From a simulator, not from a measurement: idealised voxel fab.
process module | voxel trench capacitor
cross-section cut | 300 nm wide | cells 5 nm
A cross-section is a grid of square cells, given in bands from the top down. A band is one or more rows of cells.
Each band's line starts with the height of the band's top and of its bottom, in nm. Then come its materials from left to right, each with its width in nm. One material with "throughout" fills the band from edge to edge. "air" is empty space.
Height 0 is the level under which the wafer as received is all one material. The lowest band goes on downwards, as in "0 down".
A width such as "30 to 40" changes by the same amount from each row of cells to the next, from the band's top row to its bottom row.
"no change" after a step means that no cell of the cross-section changed.
closed voids: empty space of 8 cells or more with no open way to the top, each as width x height at its distance from the left edge, in nm
after a step's settings: what the simulator itself notes on the step
overlay nm, on a step with a mask: how far to the right of its planned place the mask lay; to the left if negative
plan
1 op RECEIVE | material Si
2 op CONFORMAL_DEP | material SiN | thk nm 10
3 op PATTERN | tone open | mask id TRENCH | material resist | width nm 30 | pitch nm 60 | thk nm 15 | overlay nm 0
4 op DIRECTIONAL_ETCH | etch materials SiN | depth nm 10
5 op DIRECTIONAL_ETCH | etch materials Si | depth nm 30
6 op STRIP | etch materials resist
7 op CONFORMAL_DEP | material HfO2 | thk nm 5
8 op CONFORMAL_DEP | material TiN | thk nm 5
9 op FILL_DEP | material W | thk nm 10
10 op CMP | height nm 10
as received, after step 1
  0 down: Si throughout
  closed voids: none
first wafer at the end, as planned
  10 to 0: SiN 45 | HfO2 5 | TiN 5 | W 10 | TiN 5 | HfO2 5 | SiN 30 | HfO2 5 | TiN 5 | W 10 | TiN 5 | HfO2 5 | SiN 30 | HfO2 5 | TiN 5 | W 10 | TiN 5 | HfO2 5 | SiN 30 | HfO2 5 | TiN 5 | W 10 | TiN 5 | HfO2 5 | SiN 45
  0 to -20: Si 45 | HfO2 5 | TiN 5 | W 10 | TiN 5 | HfO2 5 | Si 30 | HfO2 5 | TiN 5 | W 10 | TiN 5 | HfO2 5 | Si 30 | HfO2 5 | TiN 5 | W 10 | TiN 5 | HfO2 5 | Si 30 | HfO2 5 | TiN 5 | W 10 | TiN 5 | HfO2 5 | Si 45
  -20 to -25: Si 45 | HfO2 5 | TiN 20 | HfO2 5 | Si 30 | HfO2 5 | TiN 20 | HfO2 5 | Si 30 | HfO2 5 | TiN 20 | HfO2 5 | Si 30 | HfO2 5 | TiN 20 | HfO2 5 | Si 45
  -25 to -30: Si 45 | HfO2 30 | Si 30 | HfO2 30 | Si 30 | HfO2 30 | Si 30 | HfO2 30 | Si 45
  -30 down: Si throughout
  closed voids: none
second wafer at the end: like start, like plan, one mistake
  10 to 0: SiN 45 | HfO2 5 | TiN 5 | W 10 | TiN 5 | HfO2 5 | SiN 30 | HfO2 5 | TiN 5 | W 10 | TiN 5 | HfO2 5 | SiN 30 | HfO2 5 | TiN 5 | W 10 | TiN 5 | HfO2 5 | SiN 30 | HfO2 5 | TiN 5 | W 10 | TiN 5 | HfO2 5 | SiN 45
  0 to -25: Si 45 | HfO2 5 | TiN 5 | W 10 | TiN 5 | HfO2 5 | Si 30 | HfO2 5 | TiN 5 | W 10 | TiN 5 | HfO2 5 | Si 30 | HfO2 5 | TiN 5 | W 10 | TiN 5 | HfO2 5 | Si 30 | HfO2 5 | TiN 5 | W 10 | TiN 5 | HfO2 5 | Si 45
  -25 to -30: Si 45 | HfO2 5 | TiN 20 | HfO2 5 | Si 30 | HfO2 5 | TiN 20 | HfO2 5 | Si 30 | HfO2 5 | TiN 20 | HfO2 5 | Si 30 | HfO2 5 | TiN 20 | HfO2 5 | Si 45
  -30 to -35: Si 45 | HfO2 30 | Si 30 | HfO2 30 | Si 30 | HfO2 30 | Si 30 | HfO2 30 | Si 45
  -35 down: Si throughout
  closed voids: none
what went wrong: step 5 ran as: op DIRECTIONAL_ETCH | etch materials Si | depth nm 35
at the end the second wafer has, in cells: 8 more of HfO2 | 24 fewer of Si | 8 more of TiN | 8 more of W
